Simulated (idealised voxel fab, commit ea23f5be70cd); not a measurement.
Documented hereafter: the process module known as voxel self aligned vias.
The cross-section shown here is cut; it is 240 nm wide and divided into square cells measuring 5 nm on a side.
We lay out every cross-section as a grid of square cells and spell it out in bands from the top down, where one band means one or more rows of cells.
Top height, bottom height, nm. Materials left to right, width each, nm. Single material + "edge to edge" = fills band edge to edge. "empty" = empty.
All heights in this document are referenced to 0, defined as the level beneath which the wafer, as received, consists entirely of one material. The lowest band is not bounded below; it extends indefinitely downward and is written in the form "z 0 and below".
Top row gets the first number, bottom row gets the second, and each row in between changes by the same step: that is how a band width like "30->40" works.
Take "remained the same" at face value: in the step it is given for, the cross-section changed in none of its cells.
Heads up: "Sealed void list" only lists the empty pockets with no open path to the top that are 8 cells or more, and it writes them as width x height at distance, distance from the left edge, in nm.
Whatever follows a step's settings on its line is a remark the simulator itself makes about that step.
What "overlay nm" on a step's line means: if the step has a mask, that mask lay this far to the right of its planned place, or, when the value is negative, to the left.

# Below is the list of planned process steps
- 1: RECEIVE | material Si
- 2: CONFORMAL_DEP | material SiO2 | thk nm 10
- 3: CONFORMAL_DEP | material SiCN | thk nm 5
- 4: DIRECTIONAL_DEP | material SiO2 | thk nm 25
- 5: PATTERN | tone open | mask id LINES | material resist | width nm 20 | pitch nm 65 | thk nm 15 | overlay nm 0
- 6: DIRECTIONAL_ETCH | etch materials SiO2 | depth nm 25
- 7: STRIP | etch materials resist
- 8: CONFORMAL_DEP | material TiN | thk nm 5
- 9: FILL_DEP | material W | thk nm 10
- 10: CMP | height nm 40
- 11: SELECTIVE_ETCH | etch materials W Ru TiN | depth nm 10
- 12: FILL_DEP | material SiN | thk nm 5
- 13: CMP | height nm 40
- 14: DIRECTIONAL_DEP | material SiO2 | thk nm 15
- 15: DIRECTIONAL_DEP | material aC | thk nm 10
- 16: PATTERN | tone open | mask id VIAS | material resist | width nm 40 | pitch nm 65 | thk nm 30 | overlay nm 0
- 17: DIRECTIONAL_ETCH | etch materials aC | depth nm 10
- 18: STRIP | etch materials resist
- 19: DIRECTIONAL_ETCH | etch materials SiO2 | depth nm 15
- 20: DIRECTIONAL_ETCH | etch materials SiN | depth nm 10
- 21: STRIP | etch materials aC
- 22: CONFORMAL_DEP | material TiN | thk nm 5
- 23: FILL_DEP | material Ru | thk nm 5
- 24: CMP | height nm 45
- 25: CONFORMAL_DEP | material SiN | thk nm 5
The plan shows the height nm of step 24 as the first wafer had it; this setting differs between the wafers, which start out alike.

# Received wafers, first of several: cross-section after step 1
  z 0 and below  Si edge to edge
  Sealed void list: none

# Each row below is a wafer at the end of the module, listing for every material the number of cells it has gained (+) or lost (-) since it was received, followed by its closed voids
height nm 45, +8 Ru, +48 SiCN, +48 SiN, +328 SiO2, +40 TiN, +8 W, Sealed void list: none
height nm 50, +20 Ru, +48 SiCN, +48 SiN, +360 SiO2, +44 TiN, +8 W, Sealed void list: none
height nm 55, +32 Ru, +48 SiCN, +48 SiN, +392 SiO2, +48 TiN, +8 W, Sealed void list: none
height nm 60, +44 Ru, +48 SiCN, +48 SiN, +392 SiO2, +84 TiN, +8 W, Sealed void list: none
height nm 65, +92 Ru, +48 SiCN, +48 SiN, +392 SiO2, +84 TiN, +8 W, Sealed void list: none
